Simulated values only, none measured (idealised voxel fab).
The document below concerns the process module designated voxel released beams.
FYI the section here is cut, 160 nm wide, cells are 5 nm squares.
If you're reading a cross-section in this doc, picture square cells in a grid; it comes to you as bands, top ones listed first down to the bottom, and a band can be one or more rows of cells.
Top, bottom (nm), then materials left to right with widths (nm); lone material tagged "all across" fills the whole band edge to edge; "blank" = empty space.
Ref level 0: as-received wafer is one material below here. Bottom band extends down with no lower bound ("z 0 and below").
The two numbers in a width such as "30..40" mark its ends across the band: the first belongs to the top row of cells, the second to the bottom row, and from each row to the next the width moves by the same amount.
Where a step carries "remains unaltered", the cross-section came out of it unchanged, cell for cell.
The entry titled "Closed void table" provides the empty spaces that have no open way to the top, restricted to those of 8 cells or more. Each is presented as width x height at distance, the distance being measured from the left edge, with all three in nm.
Note: text after step settings on the step line = simulator remark on that step.
overlay nm: step with mask; distance mask lay right of planned place; negative value = left of planned place.

Set out below are the planned steps of the process
| 1 | op RECEIVE | material Si |
| 2 | op CONFORMAL_DEP | material SiN | thk nm 5 |
| 3 | op DIRECTIONAL_DEP | material SiO2 | thk nm 20 |
| 4 | op MASKED_ETCH | tone open | mask id ANCHOR | width nm 45 | etch materials SiO2 | depth nm 20 | overlay nm 0 |
| 5 | op CONFORMAL_DEP | material polySi | thk nm 15 |
| 6 | op MASKED_ETCH | tone cover | mask id BEAM | width nm 115 | etch materials polySi | depth nm 15 | overlay nm 0 |
| 7 | op STRIP | etch materials SiO2 |

As-received wafer cross-section (after step 1)
* z 0 and below: Si all across
* Closed void table: none

Module complete - cross-section of the first of two wafers, run according to plan
* z 40 to 25: blank: 20 | polySi: 20 | blank: 15 | polySi: 80 | blank: 25
* z 25 to 20: blank: 25 | polySi: 15 | blank: 15 | polySi: 15 | blank: 90
* z 20 to 5: blank: 25 | polySi: 45 | blank: 90
* z 5 to 0: SiN all across
* z 0 and below: Si all across
* Closed void table: none

This is the second of the two wafers, cross-sectioned at the end of the module; it started exactly like the first and was given the same plan, but it was run with one mistake
* z 40 to 25: blank: 15 | polySi: 25 | blank: 15 | polySi: 75 | blank: 30
* z 25 to 20: blank: 25 | polySi: 15 | blank: 15 | polySi: 15 | blank: 90
* z 20 to 5: blank: 25 | polySi: 45 | blank: 90
* z 5 to 0: SiN all across
* z 0 and below: Si all across
* Closed void table: none
Short version of what went wrong: step 6, actual vs plan mismatch, actual run op MASKED_ETCH | tone cover | mask id BEAM | width nm 115 | etch materials polySi | depth nm 15 | overlay nm -5
Same inventory, different map: at the end, the second wafer holds as many cells of each material as the first, placed elsewhere.
